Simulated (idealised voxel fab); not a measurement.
process module | voxel self aligned contacts
cross-section cut | 295 nm wide | cells 5 nm
A cross-section is a grid of square cells, given in bands from the top down. A band is one or more rows of cells.
Each band's line starts with the height of the band's top and of its bottom, in nm. Then come its materials from left to right, each with its width in nm. One material with "throughout" fills the band from edge to edge. "air" is empty space.
Height 0 is the level under which the wafer as received is all one material. The lowest band goes on downwards, as in "0 down".
A width such as "30 to 40" changes by the same amount from each row of cells to the next, from the band's top row to its bottom row.
"no change" after a step means that no cell of the cross-section changed.
closed voids: empty space of 8 cells or more with no open way to the top, each as width x height at its distance from the left edge, in nm
after a step's settings: what the simulator itself notes on the step
overlay nm, on a step with a mask: how far to the right of its planned place the mask lay; to the left if negative
plan
1 op RECEIVE | material Si
2 op CONFORMAL_DEP | material SiO2 | thk nm 5
3 op DIRECTIONAL_DEP | material polySi | thk nm 20
4 op DIRECTIONAL_DEP | material SiN | thk nm 25
5 op DIRECTIONAL_DEP | material aC | thk nm 15
6 op PATTERN | tone cover | mask id GATE | material resist | width nm 25 | pitch nm 65 | thk nm 30 | overlay nm -15
7 op DIRECTIONAL_ETCH | etch materials aC | depth nm 15
8 op STRIP | etch materials resist
9 op DIRECTIONAL_ETCH | etch materials SiN | depth nm 25
10 op DIRECTIONAL_ETCH | etch materials polySi | depth nm 20
11 op STRIP | etch materials aC
12 op CONFORMAL_DEP | material SiN | thk nm 10
13 op DIRECTIONAL_ETCH | etch materials SiN | depth nm 10
14 op FILL_DEP | material SiO2 | thk nm 15
15 op CMP | height nm 60
16 op DIRECTIONAL_DEP | material aC | thk nm 10
17 op PATTERN | tone open | mask id CONTACT | material resist | width nm 50 | pitch nm 65 | thk nm 25 | overlay nm 0
18 op DIRECTIONAL_ETCH | etch materials aC | depth nm 10
19 op STRIP | etch materials resist
20 op DIRECTIONAL_ETCH | etch materials SiO2 | depth nm 60
21 op STRIP | etch materials aC
22 op CONFORMAL_DEP | material TiN | thk nm 5
23 op FILL_DEP | material Ru | thk nm 10
24 op CMP | height nm 60
25 op CONFORMAL_DEP | material SiN | thk nm 5
varied across the wafers: overlay nm of step 6. The plan shows the first wafer's value. All wafers start alike
first wafer as received, after step 1
  0 down: Si throughout
  closed voids: none
each wafer at the end: cells of each material gained (+) or lost (-) since it was received, then its closed voids
overlay nm -15 | +56 Ru | +242 SiN | +345 SiO2 | +64 TiN | +60 polySi | closed voids: none
overlay nm -10 | +56 Ru | +242 SiN | +345 SiO2 | +64 TiN | +60 polySi | closed voids: none
overlay nm -5 | +56 Ru | +242 SiN | +345 SiO2 | +64 TiN | +60 polySi | closed voids: none
overlay nm 0 | +56 Ru | +242 SiN | +345 SiO2 | +64 TiN | +60 polySi | closed voids: none
overlay nm 5 | +56 Ru | +242 SiN | +345 SiO2 | +64 TiN | +60 polySi | closed voids: none
overlay nm 10 | +56 Ru | +242 SiN | +345 SiO2 | +64 TiN | +60 polySi | closed voids: none
overlay nm 15 | +56 Ru | +242 SiN | +345 SiO2 | +64 TiN | +60 polySi | closed voids: none
